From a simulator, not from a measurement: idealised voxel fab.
This is a process module. Its name is voxel gate over fins.
The cross-section shown here is cut; it is 145 nm wide and divided into square cells measuring 5 nm on a side.
This document writes a cross-section as a grid whose cells are square, and gives it as bands, listed from the top down; one or more rows of cells form a band. Band: top and bottom heights (nm) first, top before bottom; then materials from left to right, widths in nm. "full width" marks a sole material filling the band edge to edge. "air" denotes empty space. Height reference: 0 = level under which incoming wafer is all one material. Lowest band: no bottom, runs on downward, e.g. "from 0 down". Think of "30 to 40" as a width that walks from the first number to the second as you go down the band, top row to bottom row, taking equal-sized steps from row to row. Step note "no change occurred" = no cross-section cell changed. In the "Encapsulated voids" entry, you get each enclosed empty space of 8 cells or more, one with no open way to the top, written width x height at distance, distance from the left edge, in nm. Heads up: the bit after the settings on a step's line is the simulator's remark on that step. Regarding "overlay nm": on a step with a mask, it is the distance the mask lay to the right of its planned place; a negative value places it to the left.

**These are the steps we planned for the process**
1: RECEIVE with material Si
2: CONFORMAL_DEP with material SiN, thk nm 10
3: DIRECTIONAL_DEP with material aC, thk nm 10
4: PATTERN with tone cover, mask id FINS, material resist, width nm 15, pitch nm 35, thk nm 30, overlay nm 0
5: DIRECTIONAL_ETCH with etch materials aC, depth nm 10
6: STRIP with etch materials resist
7: DIRECTIONAL_ETCH with etch materials SiN, depth nm 10
8: DIRECTIONAL_ETCH with etch materials Si, depth nm 40
9: STRIP with etch materials aC
10: OXIDIZE with depth nm 5
11: FILL_DEP with material SiO2, thk nm 5
12: CMP with height nm 10
13: SELECTIVE_ETCH with etch materials SiO2, depth nm 25
14: STRIP with etch materials SiN
15: CONFORMAL_DEP with material HfO2, thk nm 5
16: CONFORMAL_DEP with material TiN, thk nm 5
17: CONFORMAL_DEP with material TiAl, thk nm 5
18: CONFORMAL_DEP with material TiN, thk nm 5
19: FILL_DEP with material W, thk nm 15
20: CMP with height nm 30
21: CONFORMAL_DEP with material SiCN, thk nm 5

**First of two wafers: run as planned**

**Cross-section of the wafer upon arrival, representing the state reached after step 1**
* from 0 down  Si full width
* Encapsulated voids: none

**The following cross-section depicts the wafer upon completion of step 2**
* from 10 to 0  SiN full width
* All layers under 0 are left as they were.

**The following cross-section depicts the wafer upon completion of step 3**
* from 20 to 10  aC full width
* All layers under 10 are left as they were.

**The following cross-section depicts the wafer upon completion of step 4**
* from 50 to 20  air=45, resist=15, air=20, resist=15, air=50
* All layers under 20 are left as they were.

**The following cross-section depicts the wafer upon completion of step 5**
* from 40 to 20  air=45, resist=15, air=20, resist=15, air=50
* from 20 to 10  air=45, aC=15, air=20, aC=15, air=50
* All layers under 10 are left as they were.

**The following cross-section depicts the wafer upon completion of step 6**
* from 20 to 10  air=45, aC=15, air=20, aC=15, air=50
* All layers under 10 are left as they were.

**The following cross-section depicts the wafer upon completion of step 7**
* from 20 to 10  air=45, aC=15, air=20, aC=15, air=50
* from 10 to 0  air=45, SiN=15, air=20, SiN=15, air=50
* All layers under 0 are left as they were.

**The following cross-section depicts the wafer upon completion of step 8**
* from 20 to 10  air=45, aC=15, air=20, aC=15, air=50
* from 10 to 0  air=45, SiN=15, air=20, SiN=15, air=50
* from 0 to -40  air=45, Si=15, air=20, Si=15, air=50
* All layers under -40 are left as they were.

**The following cross-section depicts the wafer upon completion of step 9**
* from 10 to 0  air=45, SiN=15, air=20, SiN=15, air=50
* All layers under 0 are left as they were.

**The following cross-section depicts the wafer upon completion of step 10**
* from 10 to 0  air=45, SiN=15, air=20, SiN=15, air=50
* from 0 to -40  air=45, SiO2=5, Si=5, SiO2=5, air=20, SiO2=5, Si=5, SiO2=5, air=50
* from -40 to -45  SiO2=50, Si=5, SiO2=30, Si=5, SiO2=55
* All layers under -45 are left as they were.

**The following cross-section depicts the wafer upon completion of step 11**
* from 15 to 10  SiO2 full width
* from 10 to 0  SiO2=45, SiN=15, SiO2=20, SiN=15, SiO2=50
* from 0 to -45  SiO2=50, Si=5, SiO2=30, Si=5, SiO2=55
* All layers under -45 are left as they were.

**The following cross-section depicts the wafer upon completion of step 12**
* from 10 to 0  SiO2=45, SiN=15, SiO2=20, SiN=15, SiO2=50
* All layers under 0 are left as they were.

**The following cross-section depicts the wafer upon completion of step 13**
* from 10 to 0  air=45, SiN=15, air=20, SiN=15, air=50
* from 0 to -15  air=50, Si=5, air=30, Si=5, air=55
* All layers under -15 are left as they were.

**The following cross-section depicts the wafer upon completion of step 14**
* from 0 to -15  air=50, Si=5, air=30, Si=5, air=55
* All layers under -15 are left as they were.

**The following cross-section depicts the wafer upon completion of step 15**
* from 5 to 0  air=45, HfO2=15, air=20, HfO2=15, air=50
* from 0 to -10  air=45, HfO2=5, Si=5, HfO2=5, air=20, HfO2=5, Si=5, HfO2=5, air=50
* from -10 to -15  HfO2=50, Si=5, HfO2=30, Si=5, HfO2=55
* All layers under -15 are left as they were.

**The following cross-section depicts the wafer upon completion of step 16**
* from 10 to 5  air=40, TiN=25, air=10, TiN=25, air=45
* from 5 to 0  air=40, TiN=5, HfO2=15, TiN=5, air=10, TiN=5, HfO2=15, TiN=5, air=45
* from 0 to -5  air=40, TiN=5, HfO2=5, Si=5, HfO2=5, TiN=5, air=10, TiN=5, HfO2=5, Si=5, HfO2=5, TiN=5, air=45
* from -5 to -10  TiN=45, HfO2=5, Si=5, HfO2=5, TiN=20, HfO2=5, Si=5, HfO2=5, TiN=50
* All layers under -10 are left as they were.

**The following cross-section depicts the wafer upon completion of step 17**
* from 15 to 10  air=35, TiAl=70, air=40
* from 10 to 5  air=35, TiAl=5, TiN=25, TiAl=10, TiN=25, TiAl=5, air=40
* from 5 to 0  air=35, TiAl=5, TiN=5, HfO2=15, TiN=5, TiAl=10, TiN=5, HfO2=15, TiN=5, TiAl=5, air=40
* from 0 to -5  TiAl=40, TiN=5, HfO2=5, Si=5, HfO2=5, TiN=5, TiAl=10, TiN=5, HfO2=5, Si=5, HfO2=5, TiN=5, TiAl=45
* All layers under -5 are left as they were.

**The following cross-section depicts the wafer upon completion of step 18**
* from 20 to 15  air=30, TiN=80, air=35
* from 15 to 10  air=30, TiN=5, TiAl=70, TiN=5, air=35
* from 10 to 5  air=30, TiN=5, TiAl=5, TiN=25, TiAl=10, TiN=25, TiAl=5, TiN=5, air=35
* from 5 to 0  TiN=35, TiAl=5, TiN=5, HfO2=15, TiN=5, TiAl=10, TiN=5, HfO2=15, TiN=5, TiAl=5, TiN=40
* All layers under 0 are left as they were.

**The following cross-section depicts the wafer upon completion of step 19**
* from 35 to 20  W full width
* from 20 to 15  W=30, TiN=80, W=35
* from 15 to 10  W=30, TiN=5, TiAl=70, TiN=5, W=35
* from 10 to 5  W=30, TiN=5, TiAl=5, TiN=25, TiAl=10, TiN=25, TiAl=5, TiN=5, W=35
* All layers under 5 are left as they were.

**The following cross-section depicts the wafer upon completion of step 20**
* from 30 to 20  W full width
* All layers under 20 are left as they were.

**The following cross-section depicts the wafer upon completion of step 21**
* from 35 to 30  SiCN full width
* All layers under 30 are left as they were.

**The second wafer began exactly as the first did and followed the same plan, but one mistake was made while running it; through step 3 inclusive, the two wafers are identical**

**Cross-section, second wafer, at the end time the plan gives for step 4**
* from 50 to 20  air=45, resist=20, air=15, resist=20, air=45
* All layers under 20 are left as they were.

**Cross-section, second wafer, at the end time the plan gives for step 5**
* from 40 to 20  air=45, resist=20, air=15, resist=20, air=45
* from 20 to 10  air=45, aC=20, air=15, aC=20, air=45
* All layers under 10 are left as they were.

**Cross-section, second wafer, at the end time the plan gives for step 6**
* from 20 to 10  air=45, aC=20, air=15, aC=20, air=45
* All layers under 10 are left as they were.

**Cross-section, second wafer, at the end time the plan gives for step 7**
* from 20 to 10  air=45, aC=20, air=15, aC=20, air=45
* from 10 to 0  air=45, SiN=20, air=15, SiN=20, air=45
* All layers under 0 are left as they were.

**Cross-section, second wafer, at the end time the plan gives for step 8**
* from 20 to 10  air=45, aC=20, air=15, aC=20, air=45
* from 10 to 0  air=45, SiN=20, air=15, SiN=20, air=45
* from 0 to -40  air=45, Si=20, air=15, Si=20, air=45
* All layers under -40 are left as they were.

**Cross-section, second wafer, at the end time the plan gives for step 9**
* from 10 to 0  air=45, SiN=20, air=15, SiN=20, air=45
* All layers under 0 are left as they were.

**Cross-section, second wafer, at the end time the plan gives for step 10**
* from 10 to 0  air=45, SiN=20, air=15, SiN=20, air=45
* from 0 to -40  air=45, SiO2=5, Si=10, SiO2=5, air=15, SiO2=5, Si=10, SiO2=5, air=45
* from -40 to -45  SiO2=50, Si=10, SiO2=25, Si=10, SiO2=50
* All layers under -45 are left as they were.

**Cross-section, second wafer, at the end time the plan gives for step 11**
* from 15 to 10  SiO2 full width
* from 10 to 0  SiO2=45, SiN=20, SiO2=15, SiN=20, SiO2=45
* from 0 to -45  SiO2=50, Si=10, SiO2=25, Si=10, SiO2=50
* All layers under -45 are left as they were.

**Cross-section, second wafer, at the end time the plan gives for step 12**
* from 10 to 0  SiO2=45, SiN=20, SiO2=15, SiN=20, SiO2=45
* All layers under 0 are left as they were.

**Cross-section, second wafer, at the end time the plan gives for step 13**
* from 10 to 0  air=45, SiN=20, air=15, SiN=20, air=45
* from 0 to -15  air=50, Si=10, air=25, Si=10, air=50
* All layers under -15 are left as they were.

**Cross-section, second wafer, at the end time the plan gives for step 14**
* from 0 to -15  air=50, Si=10, air=25, Si=10, air=50
* All layers under -15 are left as they were.

**Cross-section, second wafer, at the end time the plan gives for step 15**
* from 5 to 0  air=45, HfO2=20, air=15, HfO2=20, air=45
* from 0 to -10  air=45, HfO2=5, Si=10, HfO2=5, air=15, HfO2=5, Si=10, HfO2=5, air=45
* from -10 to -15  HfO2=50, Si=10, HfO2=25, Si=10, HfO2=50
* All layers under -15 are left as they were.

**Cross-section, second wafer, at the end time the plan gives for step 16**
* from 10 to 5  air=40, TiN=30, air=5, TiN=30, air=40
* from 5 to 0  air=40, TiN=5, HfO2=20, TiN=5, air=5, TiN=5, HfO2=20, TiN=5, air=40
* from 0 to -5  air=40, TiN=5, HfO2=5, Si=10, HfO2=5, TiN=5, air=5, TiN=5, HfO2=5, Si=10, HfO2=5, TiN=5, air=40
* from -5 to -10  TiN=45, HfO2=5, Si=10, HfO2=5, TiN=15, HfO2=5, Si=10, HfO2=5, TiN=45
* All layers under -10 are left as they were.

**Cross-section, second wafer, at the end time the plan gives for step 17**
* from 15 to 10  air=35, TiAl=75, air=35
* from 10 to 5  air=35, TiAl=5, TiN=30, TiAl=5, TiN=30, TiAl=5, air=35
* from 5 to 0  air=35, TiAl=5, TiN=5, HfO2=20, TiN=5, TiAl=5, TiN=5, HfO2=20, TiN=5, TiAl=5, air=35
* from 0 to -5  TiAl=40, TiN=5, HfO2=5, Si=10, HfO2=5, TiN=5, TiAl=5, TiN=5, HfO2=5, Si=10, HfO2=5, TiN=5, TiAl=40
* All layers under -5 are left as they were.

**Cross-section, second wafer, at the end time the plan gives for step 18**
* from 20 to 15  air=30, TiN=85, air=30
* from 15 to 10  air=30, TiN=5, TiAl=75, TiN=5, air=30
* from 10 to 5  air=30, TiN=5, TiAl=5, TiN=30, TiAl=5, TiN=30, TiAl=5, TiN=5, air=30
* from 5 to 0  TiN=35, TiAl=5, TiN=5, HfO2=20, TiN=5, TiAl=5, TiN=5, HfO2=20, TiN=5, TiAl=5, TiN=35
* All layers under 0 are left as they were.

**Cross-section, second wafer, at the end time the plan gives for step 19**
* from 35 to 20  W full width
* from 20 to 15  W=30, TiN=85, W=30
* from 15 to 10  W=30, TiN=5, TiAl=75, TiN=5, W=30
* from 10 to 5  W=30, TiN=5, TiAl=5, TiN=30, TiAl=5, TiN=30, TiAl=5, TiN=5, W=30
* All layers under 5 are left as they were.

**Cross-section, second wafer, at the end time the plan gives for step 20**
* from 30 to 20  W full width
* All layers under 20 are left as they were.

**Cross-section, second wafer, at the end time the plan gives for step 21**
* from 35 to 30  SiCN full width
* All layers under 30 are left as they were.
It is concluded that the wafer was processed incorrectly with respect to the plan, in that off-plan run, step 4, actual operation and settings PATTERN with tone cover, mask id FINS, material resist, width nm 20, pitch nm 35, thk nm 30, overlay nm 0
At the finish, the second wafer shows more or fewer cells for some materials than the first does: Si: 18 more | SiO2: 12 fewer | TiAl: 3 fewer | W: 3 fewer
